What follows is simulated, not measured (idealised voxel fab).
voxel gate over fins: a process module
Section shown: cut. Width: 160 nm. Cell size: 5 nm, square.
A cross-section in this document is a grid of square cells, and it is written down as bands, the top band listed before the ones below it; a band is made up of one or more rows of cells.
Each band's line starts with the height of the band's top and of its bottom, in nm. Then come its materials from left to right, each with its width in nm. One material with "full width" fills the band from edge to edge. "empty" is empty space.
Measure heights from 0. That's the level where, below it, the as-received wafer is all one material. The lowest band is bottomless and extends downward; write it as in "0..down".
Read "30->40" as a graded width: first number on top, second number at the bottom, same change between each pair of neighbouring rows.
When a step is marked "no alterations made", none of the cells in the cross-section changed during that step.
The entry "Trapped cavities" lists the empty spaces that cover at least 8 cells and have no open path to the top. Each is written as width x height at distance, where the distance is measured from the left edge and all three values are in nm.
The remark found on a step's line after its settings is issued by the simulator itself and pertains to that step.
overlay nm, on a step with a mask: how far to the right of its planned place the mask lay; to the left if negative
Structure of the following material. The material consists of pairs of cross-sections. Each pair comprises the cross-section before one process step and the cross-section after that step, the latter shown only down to the lowest band that changed. The step between the cross-sections is specified beneath each pair, including its settings. Pairs are not necessarily consecutive: they may derive from different runs of this module performed on the same starting wafer. Continuity with the pair above is to be assumed only where the entry headed "Before this step" of the pair in question states it.
-- Before this step
- 0..down = Si full width
- Trapped cavities: none
-- Post-Step Cross-Section
- 5..0 = SiN full width
- below 0: unchanged
- Trapped cavities: none
Between the two cross-sections shown above lies CONFORMAL_DEP,material SiN,thk nm 5
Before this step: the pre-step structure is the one depicted after the step in the pair just above.
-- Post-Step Cross-Section
- 5..0 = empty: 15 / SiN: 15 / empty: 40 / SiN: 15 / empty: 40 / SiN: 15 / empty: 20
- below 0: unchanged
- Trapped cavities: none
Between the two cross-sections shown above lies MASKED_ETCH,tone cover,mask id FINS,width nm 15,pitch nm 55,etch materials SiN,depth nm 5,overlay nm 0
Before this step: the pre-step structure is the one depicted after the step in the pair just above.
-- Post-Step Cross-Section
- 5..0 = empty: 15 / SiN: 15 / empty: 40 / SiN: 15 / empty: 40 / SiN: 15 / empty: 20
- 0..-35 = empty: 15 / Si: 15 / empty: 40 / Si: 15 / empty: 40 / Si: 15 / empty: 20
- below -35: unchanged
- Trapped cavities: none
Between the two cross-sections shown above lies MASKED_ETCH,tone cover,mask id FINS,width nm 15,pitch nm 55,etch materials Si,depth nm 35,overlay nm 0
Before this step: the pre-step structure is the one depicted after the step in the pair just above.
-- Post-Step Cross-Section
- 5..0 = empty: 15 / SiN: 15 / empty: 40 / SiN: 15 / empty: 40 / SiN: 15 / empty: 20
- 0..-35 = empty: 15 / SiO2: 5 / Si: 5 / SiO2: 5 / empty: 40 / SiO2: 5 / Si: 5 / SiO2: 5 / empty: 40 / SiO2: 5 / Si: 5 / SiO2: 5 / empty: 20
- -35..-40 = SiO2: 20 / Si: 5 / SiO2: 50 / Si: 5 / SiO2: 50 / Si: 5 / SiO2: 25
- below -40: unchanged
- Trapped cavities: none
Between the two cross-sections shown above lies OXIDIZE,depth nm 5
Before this step: the pre-step structure is the one depicted after the step in the pair just above.
-- Post-Step Cross-Section
- 10..5 = SiO2 full width
- 5..0 = SiO2: 15 / SiN: 15 / SiO2: 40 / SiN: 15 / SiO2: 40 / SiN: 15 / SiO2: 20
- 0..-40 = SiO2: 20 / Si: 5 / SiO2: 50 / Si: 5 / SiO2: 50 / Si: 5 / SiO2: 25
- below -40: unchanged
- Trapped cavities: none
Between the two cross-sections shown above lies FILL_DEP,material SiO2,thk nm 5
Before this step: the pre-step structure is the one depicted after the step in the pair just above.
-- Post-Step Cross-Section
- 5..0 = SiO2: 15 / SiN: 15 / SiO2: 40 / SiN: 15 / SiO2: 40 / SiN: 15 / SiO2: 20
- below 0: unchanged
- Trapped cavities: none
Between the two cross-sections shown above lies CMP,height nm 5
Before this step: the pre-step structure is the one depicted after the step in the pair just above.
-- Post-Step Cross-Section
- 20..5 = resist: 40 / empty: 15 / resist: 105
- below 5: unchanged
- Trapped cavities: none
Between the two cross-sections shown above lies PATTERN,tone open,mask id RAIL,material resist,width nm 15,thk nm 15,overlay nm 0
Before this step: the pre-step structure is the one depicted after the step in the pair just above.
-- Post-Step Cross-Section
- 20..5 = resist: 40 / empty: 15 / resist: 105
- 5..0 = SiO2: 15 / SiN: 15 / SiO2: 10 / empty: 15 / SiO2: 15 / SiN: 15 / SiO2: 40 / SiN: 15 / SiO2: 20
- 0..-30 = SiO2: 20 / Si: 5 / SiO2: 15 / empty: 15 / SiO2: 20 / Si: 5 / SiO2: 50 / Si: 5 / SiO2: 25
- below -30: unchanged
- Trapped cavities: none
Between the two cross-sections shown above lies DIRECTIONAL_ETCH,etch materials SiO2,depth nm 35
Before this step: the pre-step structure is the one depicted after the step in the pair just above.
-- Post-Step Cross-Section
- 5..0 = SiO2: 15 / SiN: 15 / SiO2: 10 / empty: 15 / SiO2: 15 / SiN: 15 / SiO2: 40 / SiN: 15 / SiO2: 20
- below 0: unchanged
- Trapped cavities: none
Between the two cross-sections shown above lies STRIP,etch materials resist
Before this step: the pre-step structure is the one depicted after the step in the pair just above.
-- Post-Step Cross-Section
- 10..5 = TiN: 45 / empty: 5 / TiN: 110
- 5..0 = SiO2: 15 / SiN: 15 / SiO2: 10 / TiN: 5 / empty: 5 / TiN: 5 / SiO2: 15 / SiN: 15 / SiO2: 40 / SiN: 15 / SiO2: 20
- 0..-25 = SiO2: 20 / Si: 5 / SiO2: 15 / TiN: 5 / empty: 5 / TiN: 5 / SiO2: 20 / Si: 5 / SiO2: 50 / Si: 5 / SiO2: 25
- -25..-30 = SiO2: 20 / Si: 5 / SiO2: 15 / TiN: 15 / SiO2: 20 / Si: 5 / SiO2: 50 / Si: 5 / SiO2: 25
- below -30: unchanged
- Trapped cavities: none
Between the two cross-sections shown above lies CONFORMAL_DEP,material TiN,thk nm 5
Before this step: the pre-step structure is the one depicted after the step in the pair just above.
-- Post-Step Cross-Section
- 20..10 = W full width
- 10..5 = TiN: 45 / W: 5 / TiN: 110
- 5..0 = SiO2: 15 / SiN: 15 / SiO2: 10 / TiN: 5 / W: 5 / TiN: 5 / SiO2: 15 / SiN: 15 / SiO2: 40 / SiN: 15 / SiO2: 20
- 0..-25 = SiO2: 20 / Si: 5 / SiO2: 15 / TiN: 5 / W: 5 / TiN: 5 / SiO2: 20 / Si: 5 / SiO2: 50 / Si: 5 / SiO2: 25
- below -25: unchanged
- Trapped cavities: none
Between the two cross-sections shown above lies FILL_DEP,material W,thk nm 10
Before this step: the pre-step structure is the one depicted after the step in the pair just above.
-- Post-Step Cross-Section
- 5..0 = SiO2: 15 / SiN: 15 / SiO2: 10 / TiN: 5 / W: 5 / TiN: 5 / SiO2: 15 / SiN: 15 / SiO2: 40 / SiN: 15 / SiO2: 20
- below 0: unchanged
- Trapped cavities: none
Between the two cross-sections shown above lies CMP,height nm 5
Before this step: the pre-step structure is the one depicted after the step in the pair just above.
-- Post-Step Cross-Section
- 5..0 = SiO2: 15 / SiN: 15 / SiO2: 10 / empty: 15 / SiO2: 15 / SiN: 15 / SiO2: 40 / SiN: 15 / SiO2: 20
- 0..-20 = SiO2: 20 / Si: 5 / SiO2: 15 / empty: 15 / SiO2: 20 / Si: 5 / SiO2: 50 / Si: 5 / SiO2: 25
- below -20: unchanged
- Trapped cavities: none
Between the two cross-sections shown above lies SELECTIVE_ETCH,etch materials W Ru TiN,depth nm 25
Before this step: the pre-step structure is the one depicted after the step in the pair just above.
-- Post-Step Cross-Section
- 10..5 = SiO2 full width
- 5..0 = SiO2: 15 / SiN: 15 / SiO2: 40 / SiN: 15 / SiO2: 40 / SiN: 15 / SiO2: 20
- 0..-20 = SiO2: 20 / Si: 5 / SiO2: 50 / Si: 5 / SiO2: 50 / Si: 5 / SiO2: 25
- below -20: unchanged
- Trapped cavities: none
Between the two cross-sections shown above lies FILL_DEP,material SiO2,thk nm 5
Before this step: the pre-step structure is the one depicted after the step in the pair just above.
-- Post-Step Cross-Section
- 5..0 = SiO2: 15 / SiN: 15 / SiO2: 40 / SiN: 15 / SiO2: 40 / SiN: 15 / SiO2: 20
- below 0: unchanged
- Trapped cavities: none
Between the two cross-sections shown above lies CMP,height nm 5
Before this step: the pre-step structure is the one depicted after the step in the pair just above.
-- Post-Step Cross-Section
- 5..0 = empty: 15 / SiN: 15 / empty: 40 / SiN: 15 / empty: 40 / SiN: 15 / empty: 20
- 0..-15 = empty: 20 / Si: 5 / empty: 50 / Si: 5 / empty: 50 / Si: 5 / empty: 25
- below -15: unchanged
- Trapped cavities: none
Between the two cross-sections shown above lies SELECTIVE_ETCH,etch materials SiO2,depth nm 20
Before this step: the pre-step structure is the one depicted after the step in the pair just above.
-- Post-Step Cross-Section
- 0..-15 = empty: 20 / Si: 5 / empty: 50 / Si: 5 / empty: 50 / Si: 5 / empty: 25
- below -15: unchanged
- Trapped cavities: none
Between the two cross-sections shown above lies STRIP,etch materials SiN
Before this step: the pre-step structure is the one depicted after the step in the pair just above.
-- Post-Step Cross-Section
- 5..0 = empty: 15 / HfO2: 15 / empty: 40 / HfO2: 15 / empty: 40 / HfO2: 15 / empty: 20
- 0..-10 = empty: 15 / HfO2: 5 / Si: 5 / HfO2: 5 / empty: 40 / HfO2: 5 / Si: 5 / HfO2: 5 / empty: 40 / HfO2: 5 / Si: 5 / HfO2: 5 / empty: 20
- -10..-15 = HfO2: 20 / Si: 5 / HfO2: 50 / Si: 5 / HfO2: 50 / Si: 5 / HfO2: 25
- below -15: unchanged
- Trapped cavities: none
Between the two cross-sections shown above lies CONFORMAL_DEP,material HfO2,thk nm 5
Before this step: the pre-step structure is the one depicted after the step in the pair just above.
-- Post-Step Cross-Section
- 10..5 = empty: 10 / TiN: 25 / empty: 30 / TiN: 25 / empty: 30 / TiN: 25 / empty: 15
- 5..0 = empty: 10 / TiN: 5 / HfO2: 15 / TiN: 5 / empty: 30 / TiN: 5 / HfO2: 15 / TiN: 5 / empty: 30 / TiN: 5 / HfO2: 15 / TiN: 5 / empty: 15
- 0..-5 = empty: 10 / TiN: 5 / HfO2: 5 / Si: 5 / HfO2: 5 / TiN: 5 / empty: 30 / TiN: 5 / HfO2: 5 / Si: 5 / HfO2: 5 / TiN: 5 / empty: 30 / TiN: 5 / HfO2: 5 / Si: 5 / HfO2: 5 / TiN: 5 / empty: 15
- -5..-10 = TiN: 15 / HfO2: 5 / Si: 5 / HfO2: 5 / TiN: 40 / HfO2: 5 / Si: 5 / HfO2: 5 / TiN: 40 / HfO2: 5 / Si: 5 / HfO2: 5 / TiN: 20
- below -10: unchanged
- Trapped cavities: none
Between the two cross-sections shown above lies CONFORMAL_DEP,material TiN,thk nm 5
Before this step: the pre-step structure is the one depicted after the step in the pair just above.
-- Post-Step Cross-Section
- 15..10 = empty: 5 / TiAl: 35 / empty: 20 / TiAl: 35 / empty: 20 / TiAl: 35 / empty: 10
- 10..5 = empty: 5 / TiAl: 5 / TiN: 25 / TiAl: 5 / empty: 20 / TiAl: 5 / TiN: 25 / TiAl: 5 / empty: 20 / TiAl: 5 / TiN: 25 / TiAl: 5 / empty: 10
- 5..0 = empty: 5 / TiAl: 5 / TiN: 5 / HfO2: 15 / TiN: 5 / TiAl: 5 / empty: 20 / TiAl: 5 / TiN: 5 / HfO2: 15 / TiN: 5 / TiAl: 5 / empty: 20 / TiAl: 5 / TiN: 5 / HfO2: 15 / TiN: 5 / TiAl: 5 / empty: 10
- 0..-5 = TiAl: 10 / TiN: 5 / HfO2: 5 / Si: 5 / HfO2: 5 / TiN: 5 / TiAl: 30 / TiN: 5 / HfO2: 5 / Si: 5 / HfO2: 5 / TiN: 5 / TiAl: 30 / TiN: 5 / HfO2: 5 / Si: 5 / HfO2: 5 / TiN: 5 / TiAl: 15
- below -5: unchanged
- Trapped cavities: none
Between the two cross-sections shown above lies CONFORMAL_DEP,material TiAl,thk nm 5
Before this step: the pre-step structure is the one depicted after the step in the pair just above.
-- Post-Step Cross-Section
- 20..15 = TiN: 45 / empty: 10 / TiN: 45 / empty: 10 / TiN: 45 / empty: 5
- 15..10 = TiN: 5 / TiAl: 35 / TiN: 5 / empty: 10 / TiN: 5 / TiAl: 35 / TiN: 5 / empty: 10 / TiN: 5 / TiAl: 35 / TiN: 5 / empty: 5
- 10..5 = TiN: 5 / TiAl: 5 / TiN: 25 / TiAl: 5 / TiN: 5 / empty: 10 / TiN: 5 / TiAl: 5 / TiN: 25 / TiAl: 5 / TiN: 5 / empty: 10 / TiN: 5 / TiAl: 5 / TiN: 25 / TiAl: 5 / TiN: 5 / empty: 5
- 5..0 = TiN: 5 / TiAl: 5 / TiN: 5 / HfO2: 15 / TiN: 5 / TiAl: 5 / TiN: 20 / TiAl: 5 / TiN: 5 / HfO2: 15 / TiN: 5 / TiAl: 5 / TiN: 20 / TiAl: 5 / TiN: 5 / HfO2: 15 / TiN: 5 / TiAl: 5 / TiN: 10
- below 0: unchanged
- Trapped cavities: none
Between the two cross-sections shown above lies CONFORMAL_DEP,material TiN,thk nm 5
Before this step: the pre-step structure is the one depicted after the step in the pair just above.
-- Post-Step Cross-Section
- 35..20 = W full width
- 20..15 = TiN: 45 / W: 10 / TiN: 45 / W: 10 / TiN: 45 / W: 5
- 15..10 = TiN: 5 / TiAl: 35 / TiN: 5 / W: 10 / TiN: 5 / TiAl: 35 / TiN: 5 / W: 10 / TiN: 5 / TiAl: 35 / TiN: 5 / W: 5
- 10..5 = TiN: 5 / TiAl: 5 / TiN: 25 / TiAl: 5 / TiN: 5 / W: 10 / TiN: 5 / TiAl: 5 / TiN: 25 / TiAl: 5 / TiN: 5 / W: 10 / TiN: 5 / TiAl: 5 / TiN: 25 / TiAl: 5 / TiN: 5 / W: 5
- below 5: unchanged
- Trapped cavities: none
Between the two cross-sections shown above lies FILL_DEP,material W,thk nm 15
Before this step: the pre-step structure is the one depicted after the step in the pair just above.
-- Post-Step Cross-Section
- 30..20 = W full width
- below 20: unchanged
- Trapped cavities: none
Between the two cross-sections shown above lies CMP,height nm 30
Before this step: the pre-step structure is the one depicted after the step in the pair just above.
-- Post-Step Cross-Section
- 40..30 = SiN full width
- below 30: unchanged
- Trapped cavities: none
Between the two cross-sections shown above lies CONFORMAL_DEP,material SiN,thk nm 10
-- Before this step
- 5..0 = empty: 15 / HfO2: 15 / empty: 40 / HfO2: 15 / empty: 40 / HfO2: 15 / empty: 20
- 0..-10 = empty: 15 / HfO2: 5 / Si: 5 / HfO2: 5 / empty: 40 / HfO2: 5 / Si: 5 / HfO2: 5 / empty: 40 / HfO2: 5 / Si: 5 / HfO2: 5 / empty: 20
- -10..-15 = HfO2: 20 / Si: 5 / HfO2: 50 / Si: 5 / HfO2: 50 / Si: 5 / HfO2: 25
- -15..-20 = SiO2: 20 / Si: 5 / SiO2: 50 / Si: 5 / SiO2: 50 / Si: 5 / SiO2: 25
- -20..-25 = SiO2: 20 / Si: 5 / SiO2: 15 / TiN: 5 / W: 5 / TiN: 5 / SiO2: 20 / Si: 5 / SiO2: 50 / Si: 5 / SiO2: 25
- -25..-30 = SiO2: 20 / Si: 5 / SiO2: 15 / TiN: 15 / SiO2: 20 / Si: 5 / SiO2: 50 / Si: 5 / SiO2: 25
- -30..-40 = SiO2: 20 / Si: 5 / SiO2: 50 / Si: 5 / SiO2: 50 / Si: 5 / SiO2: 25
- -40..down = Si full width
- Trapped cavities: none
-- Post-Step Cross-Section
- 10..5 = empty: 10 / TiAl: 25 / empty: 30 / TiAl: 25 / empty: 30 / TiAl: 25 / empty: 15
- 5..0 = empty: 10 / TiAl: 5 / HfO2: 15 / TiAl: 5 / empty: 30 / TiAl: 5 / HfO2: 15 / TiAl: 5 / empty: 30 / TiAl: 5 / HfO2: 15 / TiAl: 5 / empty: 15
- 0..-5 = empty: 10 / TiAl: 5 / HfO2: 5 / Si: 5 / HfO2: 5 / TiAl: 5 / empty: 30 / TiAl: 5 / HfO2: 5 / Si: 5 / HfO2: 5 / TiAl: 5 / empty: 30 / TiAl: 5 / HfO2: 5 / Si: 5 / HfO2: 5 / TiAl: 5 / empty: 15
- -5..-10 = TiAl: 15 / HfO2: 5 / Si: 5 / HfO2: 5 / TiAl: 40 / HfO2: 5 / Si: 5 / HfO2: 5 / TiAl: 40 / HfO2: 5 / Si: 5 / HfO2: 5 / TiAl: 20
- below -10: unchanged
- Trapped cavities: none
Between the two cross-sections shown above lies CONFORMAL_DEP,material TiAl,thk nm 5
Before this step: the pre-step structure is the one depicted after the step in the pair just above.
-- Post-Step Cross-Section
- 15..10 = empty: 5 / TiN: 35 / empty: 20 / TiN: 35 / empty: 20 / TiN: 35 / empty: 10
- 10..5 = empty: 5 / TiN: 5 / TiAl: 25 / TiN: 5 / empty: 20 / TiN: 5 / TiAl: 25 / TiN: 5 / empty: 20 / TiN: 5 / TiAl: 25 / TiN: 5 / empty: 10
- 5..0 = empty: 5 / TiN: 5 / TiAl: 5 / HfO2: 15 / TiAl: 5 / TiN: 5 / empty: 20 / TiN: 5 / TiAl: 5 / HfO2: 15 / TiAl: 5 / TiN: 5 / empty: 20 / TiN: 5 / TiAl: 5 / HfO2: 15 / TiAl: 5 / TiN: 5 / empty: 10
- 0..-5 = TiN: 10 / TiAl: 5 / HfO2: 5 / Si: 5 / HfO2: 5 / TiAl: 5 / TiN: 30 / TiAl: 5 / HfO2: 5 / Si: 5 / HfO2: 5 / TiAl: 5 / TiN: 30 / TiAl: 5 / HfO2: 5 / Si: 5 / HfO2: 5 / TiAl: 5 / TiN: 15
- below -5: unchanged
- Trapped cavities: none
Between the two cross-sections shown above lies CONFORMAL_DEP,material TiN,thk nm 5
Before this step: the pre-step structure is the one depicted after the step in the pair just above.
-- Post-Step Cross-Section
- 30..15 = W full width
- 15..10 = W: 5 / TiN: 35 / W: 20 / TiN: 35 / W: 20 / TiN: 35 / W: 10
- 10..5 = W: 5 / TiN: 5 / TiAl: 25 / TiN: 5 / W: 20 / TiN: 5 / TiAl: 25 / TiN: 5 / W: 20 / TiN: 5 / TiAl: 25 / TiN: 5 / W: 10
- 5..0 = W: 5 / TiN: 5 / TiAl: 5 / HfO2: 15 / TiAl: 5 / TiN: 5 / W: 20 / TiN: 5 / TiAl: 5 / HfO2: 15 / TiAl: 5 / TiN: 5 / W: 20 / TiN: 5 / TiAl: 5 / HfO2: 15 / TiAl: 5 / TiN: 5 / W: 10
- below 0: unchanged
- Trapped cavities: none
Between the two cross-sections shown above lies FILL_DEP,material W,thk nm 15
Before this step: the pre-step structure is the one depicted after the step in the pair just above.
-- Post-Step Cross-Section
- 40..30 = SiN full width
- below 30: unchanged
- Trapped cavities: none
Between the two cross-sections shown above lies CONFORMAL_DEP,material SiN,thk nm 10
-- Before this step
- 5..0 = empty: 15 / SiN: 15 / empty: 40 / SiN: 15 / empty: 40 / SiN: 15 / empty: 20
- 0..-15 = empty: 20 / Si: 5 / empty: 50 / Si: 5 / empty: 50 / Si: 5 / empty: 25
- -15..-20 = SiO2: 20 / Si: 5 / SiO2: 50 / Si: 5 / SiO2: 50 / Si: 5 / SiO2: 25
- -20..-25 = SiO2: 20 / Si: 5 / SiO2: 15 / TiN: 5 / W: 5 / TiN: 5 / SiO2: 20 / Si: 5 / SiO2: 50 / Si: 5 / SiO2: 25
- -25..-30 = SiO2: 20 / Si: 5 / SiO2: 15 / TiN: 15 / SiO2: 20 / Si: 5 / SiO2: 50 / Si: 5 / SiO2: 25
- -30..-40 = SiO2: 20 / Si: 5 / SiO2: 50 / Si: 5 / SiO2: 50 / Si: 5 / SiO2: 25
- -40..down = Si full width
- Trapped cavities: none
-- Post-Step Cross-Section
- 5..0 = empty: 15 / SiN: 15 / empty: 40 / SiN: 15 / empty: 40 / SiN: 15 / empty: 20
- 0..-20 = empty: 20 / Si: 5 / empty: 50 / Si: 5 / empty: 50 / Si: 5 / empty: 25
- -20..-25 = empty: 20 / Si: 5 / empty: 15 / TiN: 5 / W: 5 / TiN: 5 / empty: 20 / Si: 5 / empty: 50 / Si: 5 / empty: 25
- -25..-30 = empty: 20 / Si: 5 / empty: 15 / TiN: 15 / empty: 20 / Si: 5 / empty: 50 / Si: 5 / empty: 25
- -30..-35 = empty: 20 / Si: 5 / empty: 20 / SiO2: 5 / empty: 25 / Si: 5 / empty: 50 / Si: 5 / empty: 25
- below -35: unchanged
- Trapped cavities: none
Between the two cross-sections shown above lies SELECTIVE_ETCH,etch materials SiO2,depth nm 20
Before this step: the pre-step structure is the one depicted after the step in the pair just above.
-- Post-Step Cross-Section
- 0..-20 = empty: 20 / Si: 5 / empty: 50 / Si: 5 / empty: 50 / Si: 5 / empty: 25
- below -20: unchanged
- Trapped cavities: none
Between the two cross-sections shown above lies STRIP,etch materials SiN
Before this step: the pre-step structure is the one depicted after the step in the pair just above.
-- Post-Step Cross-Section
- 5..0 = empty: 15 / HfO2: 15 / empty: 40 / HfO2: 15 / empty: 40 / HfO2: 15 / empty: 20
- 0..-15 = empty: 15 / HfO2: 5 / Si: 5 / HfO2: 5 / empty: 40 / HfO2: 5 / Si: 5 / HfO2: 5 / empty: 40 / HfO2: 5 / Si: 5 / HfO2: 5 / empty: 20
- -15..-20 = empty: 15 / HfO2: 5 / Si: 5 / HfO2: 5 / empty: 5 / HfO2: 25 / empty: 10 / HfO2: 5 / Si: 5 / HfO2: 5 / empty: 40 / HfO2: 5 / Si: 5 / HfO2: 5 / empty: 20
- -20..-25 = empty: 15 / HfO2: 5 / Si: 5 / HfO2: 5 / empty: 5 / HfO2: 5 / TiN: 5 / W: 5 / TiN: 5 / HfO2: 5 / empty: 10 / HfO2: 5 / Si: 5 / HfO2: 5 / empty: 40 / HfO2: 5 / Si: 5 / HfO2: 5 / empty: 20
- -25..-30 = empty: 15 / HfO2: 5 / Si: 5 / HfO2: 5 / empty: 5 / HfO2: 5 / TiN: 15 / HfO2: 5 / empty: 10 / HfO2: 5 / Si: 5 / HfO2: 5 / empty: 40 / HfO2: 5 / Si: 5 / HfO2: 5 / empty: 20
- -30..-35 = HfO2: 20 / Si: 5 / HfO2: 20 / SiO2: 5 / HfO2: 25 / Si: 5 / HfO2: 50 / Si: 5 / HfO2: 25
- below -35: unchanged
- Trapped cavities: none
Between the two cross-sections shown above lies CONFORMAL_DEP,material HfO2,thk nm 5
Before this step: the pre-step structure is the one depicted after the step in the pair just above.
-- Post-Step Cross-Section
- 10..5 = empty: 10 / TiN: 25 / empty: 30 / TiN: 25 / empty: 30 / TiN: 25 / empty: 15
- 5..0 = empty: 10 / TiN: 5 / HfO2: 15 / TiN: 5 / empty: 30 / TiN: 5 / HfO2: 15 / TiN: 5 / empty: 30 / TiN: 5 / HfO2: 15 / TiN: 5 / empty: 15
- 0..-10 = empty: 10 / TiN: 5 / HfO2: 5 / Si: 5 / HfO2: 5 / TiN: 5 / empty: 30 / TiN: 5 / HfO2: 5 / Si: 5 / HfO2: 5 / TiN: 5 / empty: 30 / TiN: 5 / HfO2: 5 / Si: 5 / HfO2: 5 / TiN: 5 / empty: 15
- -10..-15 = empty: 10 / TiN: 5 / HfO2: 5 / Si: 5 / HfO2: 5 / TiN: 40 / HfO2: 5 / Si: 5 / HfO2: 5 / TiN: 5 / empty: 30 / TiN: 5 / HfO2: 5 / Si: 5 / HfO2: 5 / TiN: 5 / empty: 15
- -15..-20 = empty: 10 / TiN: 5 / HfO2: 5 / Si: 5 / HfO2: 5 / TiN: 5 / HfO2: 25 / TiN: 10 / HfO2: 5 / Si: 5 / HfO2: 5 / TiN: 5 / empty: 30 / TiN: 5 / HfO2: 5 / Si: 5 / HfO2: 5 / TiN: 5 / empty: 15
- -20..-25 = empty: 10 / TiN: 5 / HfO2: 5 / Si: 5 / HfO2: 5 / TiN: 5 / HfO2: 5 / TiN: 5 / W: 5 / TiN: 5 / HfO2: 5 / TiN: 10 / HfO2: 5 / Si: 5 / HfO2: 5 / TiN: 5 / empty: 30 / TiN: 5 / HfO2: 5 / Si: 5 / HfO2: 5 / TiN: 5 / empty: 15
- -25..-30 = TiN: 15 / HfO2: 5 / Si: 5 / HfO2: 5 / TiN: 5 / HfO2: 5 / TiN: 15 / HfO2: 5 / TiN: 10 / HfO2: 5 / Si: 5 / HfO2: 5 / TiN: 40 / HfO2: 5 / Si: 5 / HfO2: 5 / TiN: 20
- below -30: unchanged
- Trapped cavities: none
Between the two cross-sections shown above lies CONFORMAL_DEP,material TiN,thk nm 5
Before this step: the pre-step structure is the one depicted after the step in the pair just above.
-- Post-Step Cross-Section
- 15..10 = empty: 5 / TiAl: 35 / empty: 20 / TiAl: 35 / empty: 20 / TiAl: 35 / empty: 10
- 10..5 = empty: 5 / TiAl: 5 / TiN: 25 / TiAl: 5 / empty: 20 / TiAl: 5 / TiN: 25 / TiAl: 5 / empty: 20 / TiAl: 5 / TiN: 25 / TiAl: 5 / empty: 10
- 5..0 = empty: 5 / TiAl: 5 / TiN: 5 / HfO2: 15 / TiN: 5 / TiAl: 5 / empty: 20 / TiAl: 5 / TiN: 5 / HfO2: 15 / TiN: 5 / TiAl: 5 / empty: 20 / TiAl: 5 / TiN: 5 / HfO2: 15 / TiN: 5 / TiAl: 5 / empty: 10
- 0..-5 = empty: 5 / TiAl: 5 / TiN: 5 / HfO2: 5 / Si: 5 / HfO2: 5 / TiN: 5 / TiAl: 5 / empty: 20 / TiAl: 5 / TiN: 5 / HfO2: 5 / Si: 5 / HfO2: 5 / TiN: 5 / TiAl: 5 / empty: 20 / TiAl: 5 / TiN: 5 / HfO2: 5 / Si: 5 / HfO2: 5 / TiN: 5 / TiAl: 5 / empty: 10
- -5..-10 = empty: 5 / TiAl: 5 / TiN: 5 / HfO2: 5 / Si: 5 / HfO2: 5 / TiN: 5 / TiAl: 30 / TiN: 5 / HfO2: 5 / Si: 5 / HfO2: 5 / TiN: 5 / TiAl: 5 / empty: 20 / TiAl: 5 / TiN: 5 / HfO2: 5 / Si: 5 / HfO2: 5 / TiN: 5 / TiAl: 5 / empty: 10
- -10..-15 = empty: 5 / TiAl: 5 / TiN: 5 / HfO2: 5 / Si: 5 / HfO2: 5 / TiN: 40 / HfO2: 5 / Si: 5 / HfO2: 5 / TiN: 5 / TiAl: 5 / empty: 20 / TiAl: 5 / TiN: 5 / HfO2: 5 / Si: 5 / HfO2: 5 / TiN: 5 / TiAl: 5 / empty: 10
- -15..-20 = empty: 5 / TiAl: 5 / TiN: 5 / HfO2: 5 / Si: 5 / HfO2: 5 / TiN: 5 / HfO2: 25 / TiN: 10 / HfO2: 5 / Si: 5 / HfO2: 5 / TiN: 5 / TiAl: 5 / empty: 20 / TiAl: 5 / TiN: 5 / HfO2: 5 / Si: 5 / HfO2: 5 / TiN: 5 / TiAl: 5 / empty: 10
- -20..-25 = TiAl: 10 / TiN: 5 / HfO2: 5 / Si: 5 / HfO2: 5 / TiN: 5 / HfO2: 5 / TiN: 5 / W: 5 / TiN: 5 / HfO2: 5 / TiN: 10 / HfO2: 5 / Si: 5 / HfO2: 5 / TiN: 5 / TiAl: 30 / TiN: 5 / HfO2: 5 / Si: 5 / HfO2: 5 / TiN: 5 / TiAl: 15
- below -25: unchanged
- Trapped cavities: none
Between the two cross-sections shown above lies CONFORMAL_DEP,material TiAl,thk nm 5
Before this step: the pre-step structure is the one depicted after the step in the pair just above.
-- Post-Step Cross-Section
- 20..15 = TiN: 45 / empty: 10 / TiN: 45 / empty: 10 / TiN: 45 / empty: 5
- 15..10 = TiN: 5 / TiAl: 35 / TiN: 5 / empty: 10 / TiN: 5 / TiAl: 35 / TiN: 5 / empty: 10 / TiN: 5 / TiAl: 35 / TiN: 5 / empty: 5
- 10..5 = TiN: 5 / TiAl: 5 / TiN: 25 / TiAl: 5 / TiN: 5 / empty: 10 / TiN: 5 / TiAl: 5 / TiN: 25 / TiAl: 5 / TiN: 5 / empty: 10 / TiN: 5 / TiAl: 5 / TiN: 25 / TiAl: 5 / TiN: 5 / empty: 5
- 5..0 = TiN: 5 / TiAl: 5 / TiN: 5 / HfO2: 15 / TiN: 5 / TiAl: 5 / TiN: 5 / empty: 10 / TiN: 5 / TiAl: 5 / TiN: 5 / HfO2: 15 / TiN: 5 / TiAl: 5 / TiN: 5 / empty: 10 / TiN: 5 / TiAl: 5 / TiN: 5 / HfO2: 15 / TiN: 5 / TiAl: 5 / TiN: 5 / empty: 5
- 0..-5 = TiN: 5 / TiAl: 5 / TiN: 5 / HfO2: 5 / Si: 5 / HfO2: 5 / TiN: 5 / TiAl: 5 / TiN: 20 / TiAl: 5 / TiN: 5 / HfO2: 5 / Si: 5 / HfO2: 5 / TiN: 5 / TiAl: 5 / TiN: 5 / empty: 10 / TiN: 5 / TiAl: 5 / TiN: 5 / HfO2: 5 / Si: 5 / HfO2: 5 / TiN: 5 / TiAl: 5 / TiN: 5 / empty: 5
- -5..-10 = TiN: 5 / TiAl: 5 / TiN: 5 / HfO2: 5 / Si: 5 / HfO2: 5 / TiN: 5 / TiAl: 30 / TiN: 5 / HfO2: 5 / Si: 5 / HfO2: 5 / TiN: 5 / TiAl: 5 / TiN: 5 / empty: 10 / TiN: 5 / TiAl: 5 / TiN: 5 / HfO2: 5 / Si: 5 / HfO2: 5 / TiN: 5 / TiAl: 5 / TiN: 5 / empty: 5
- -10..-15 = TiN: 5 / TiAl: 5 / TiN: 5 / HfO2: 5 / Si: 5 / HfO2: 5 / TiN: 40 / HfO2: 5 / Si: 5 / HfO2: 5 / TiN: 5 / TiAl: 5 / TiN: 5 / empty: 10 / TiN: 5 / TiAl: 5 / TiN: 5 / HfO2: 5 / Si: 5 / HfO2: 5 / TiN: 5 / TiAl: 5 / TiN: 5 / empty: 5
- -15..-20 = TiN: 5 / TiAl: 5 / TiN: 5 / HfO2: 5 / Si: 5 / HfO2: 5 / TiN: 5 / HfO2: 25 / TiN: 10 / HfO2: 5 / Si: 5 / HfO2: 5 / TiN: 5 / TiAl: 5 / TiN: 20 / TiAl: 5 / TiN: 5 / HfO2: 5 / Si: 5 / HfO2: 5 / TiN: 5 / TiAl: 5 / TiN: 10
- below -20: unchanged
- Trapped cavities: none
Between the two cross-sections shown above lies CONFORMAL_DEP,material TiN,thk nm 5
